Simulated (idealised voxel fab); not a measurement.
process module | voxel trench capacitor
cross-section cut | 145 nm wide | cells 5 nm
A cross-section is a grid of square cells, given in bands from the top down. A band is one or more rows of cells.
Each band's line starts with the height of the band's top and of its bottom, in nm. Then come its materials from left to right, each with its width in nm. One material with "throughout" fills the band from edge to edge. "air" is empty space.
Height 0 is the level under which the wafer as received is all one material. The lowest band goes on downwards, as in "0 down".
A width such as "30 to 40" changes by the same amount from each row of cells to the next, from the band's top row to its bottom row.
"no change" after a step means that no cell of the cross-section changed.
closed voids: empty space of 8 cells or more with no open way to the top, each as width x height at its distance from the left edge, in nm
after a step's settings: what the simulator itself notes on the step
overlay nm, on a step with a mask: how far to the right of its planned place the mask lay; to the left if negative
plan
1 op RECEIVE | material Si
2 op CONFORMAL_DEP | material SiN | thk nm 10
3 op MASKED_ETCH | tone open | mask id TRENCH | width nm 30 | pitch nm 45 | etch materials SiN | depth nm 10 | overlay nm 0
4 op MASKED_ETCH | tone open | mask id TRENCH | width nm 30 | pitch nm 45 | etch materials Si | depth nm 40 | overlay nm -15
5 op CONFORMAL_DEP | material HfO2 | thk nm 5
6 op CONFORMAL_DEP | material TiN | thk nm 5
7 op FILL_DEP | material W | thk nm 10
8 op CMP | height nm 10
varied across the wafers: overlay nm of step 4. The plan shows the first wafer's value. All wafers start alike
first wafer as received, after step 1
  0 down: Si throughout
  closed voids: none
first wafer at the end, after step 8
  10 to 0: SiN 35 | HfO2 5 | TiN 20 to 5 | HfO2 5 to 20 | SiN 15 | HfO2 5 | TiN 20 to 5 | HfO2 5 to 20 | SiN 35
  0 to -35: Si 35 | HfO2 5 | TiN 5 | HfO2 5 | Si 30 | HfO2 5 | TiN 5 | HfO2 5 | Si 50
  -35 to -40: Si 35 | HfO2 15 | Si 30 | HfO2 15 | Si 50
  -40 down: Si throughout
  closed voids: none
last wafer at the end
  10 to 0: SiN 35 | HfO2 5 to 20 | TiN 20 to 5 | HfO2 5 | SiN 15 | HfO2 5 to 20 | TiN 20 to 5 | HfO2 5 | SiN 35
  0 to -35: Si 50 | HfO2 5 | TiN 5 | HfO2 5 | Si 30 | HfO2 5 | TiN 5 | HfO2 5 | Si 35
  -35 to -40: Si 50 | HfO2 15 | Si 30 | HfO2 15 | Si 35
  -40 down: Si throughout
  closed voids: none
each wafer at the end: cells of each material gained (+) or lost (-) since it was received, then its closed voids
overlay nm -15 | +48 HfO2 | -48 Si | +34 SiN | +24 TiN | closed voids: none
overlay nm -10 | +48 HfO2 | -64 Si | +34 SiN | +40 TiN | closed voids: none
overlay nm -5 | +48 HfO2 | -80 Si | +34 SiN | +40 TiN | +16 W | closed voids: none
overlay nm 0 | +48 HfO2 | -96 Si | +34 SiN | +40 TiN | +32 W | closed voids: none
overlay nm 5 | +48 HfO2 | -80 Si | +34 SiN | +40 TiN | +16 W | closed voids: none
overlay nm 10 | +48 HfO2 | -64 Si | +34 SiN | +40 TiN | closed voids: none
overlay nm 15 | +48 HfO2 | -48 Si | +34 SiN | +24 TiN | closed voids: none
